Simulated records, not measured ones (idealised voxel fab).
The name of this process module is voxel lift off.
Cross-section cut spans 170 nm and uses square cells 5 nm in size.
Cross-section spec: square-cell grid; bands listed top down; each band is one or more rows.
First you get the band's top height and its bottom height, in nm, and then the materials it's made of, left to right, with each width in nm. If you see a single material with "full width", that one covers the band edge to edge. "empty" is empty space.
Beneath 0, the wafer as received is one material, and that level is where height counting begins. The lowest band goes on downward without a bottom; it is written like "from 0 down".
Per-row width for "30->40": begins at first number (top row of band), ends at second number (bottom row), increment between rows held constant.
What does "changes: none" mean for a step? It means no cell of the cross-section changed in that step.
Any empty space of 8 cells or more lacking an open way to the top shows up in "Fully sealed cavities" as width x height at distance, distance from the left edge, in nm.
On each step's line, the part that comes after the settings is the simulator's own comment on the step.
A step line may carry the setting "overlay nm", which, for steps involving a mask, states the distance by which the mask lay to the right of its intended position; negative values denote displacement to the left.
**These are the steps we planned for the process**
| 1 | RECEIVE [material Si] |
| 2 | CONFORMAL_DEP [material SiO2] [thk nm 5] |
| 3 | PATTERN [tone open] [mask id LINES] [material resist] [width nm 30] [pitch nm 60] [thk nm 25] [overlay nm -15] |
| 4 | DIRECTIONAL_DEP [material Ru] [thk nm 15] |
| 5 | STRIP [etch materials resist] |
| 6 | CONFORMAL_DEP [material SiCN] [thk nm 5] |
Among the wafers covered here, the point of difference is the overlay nm at step 3; their starting state is shared, and the plan presents the value of the first wafer.
**Cross-section of the first of several wafers on receipt, reflecting completion of step 1**
> from 0 down = Si full width
> Fully sealed cavities: none
**First of several wafers: cross-section at the end of the module, after step 6, its last step**
> from 25 to 20 = 20 of empty; 40 of SiCN; 20 of empty; 40 of SiCN; 50 of empty
> from 20 to 10 = 20 of empty; 5 of SiCN; 30 of Ru; 5 of SiCN; 20 of empty; 5 of SiCN; 30 of Ru; 5 of SiCN; 50 of empty
> from 10 to 5 = 25 of SiCN; 30 of Ru; 30 of SiCN; 30 of Ru; 55 of SiCN
> from 5 to 0 = SiO2 full width
> from 0 down = Si full width
> Fully sealed cavities: none
**Showing the last wafer in cross-section at the end of the module**
> from 25 to 20 = 50 of empty; 40 of SiCN; 20 of empty; 40 of SiCN; 20 of empty
> from 20 to 10 = 50 of empty; 5 of SiCN; 30 of Ru; 5 of SiCN; 20 of empty; 5 of SiCN; 30 of Ru; 5 of SiCN; 20 of empty
> from 10 to 5 = 55 of SiCN; 30 of Ru; 30 of SiCN; 30 of Ru; 25 of SiCN
> from 5 to 0 = SiO2 full width
> from 0 down = Si full width
> Fully sealed cavities: none
**Below, a row for every wafer. Read it as the end-of-module picture: for each material the wafer shows its cells gained (+) or lost (-) since it was received, and then its closed voids**
overlay nm -15; +36 Ru; +46 SiCN; +34 SiO2; Fully sealed cavities: none
overlay nm -10; +36 Ru; +46 SiCN; +34 SiO2; Fully sealed cavities: none
overlay nm -5; +36 Ru; +46 SiCN; +34 SiO2; Fully sealed cavities: none
overlay nm 0; +36 Ru; +46 SiCN; +34 SiO2; Fully sealed cavities: none
overlay nm 5; +36 Ru; +46 SiCN; +34 SiO2; Fully sealed cavities: none
overlay nm 10; +36 Ru; +46 SiCN; +34 SiO2; Fully sealed cavities: none
overlay nm 15; +36 Ru; +46 SiCN; +34 SiO2; Fully sealed cavities: none
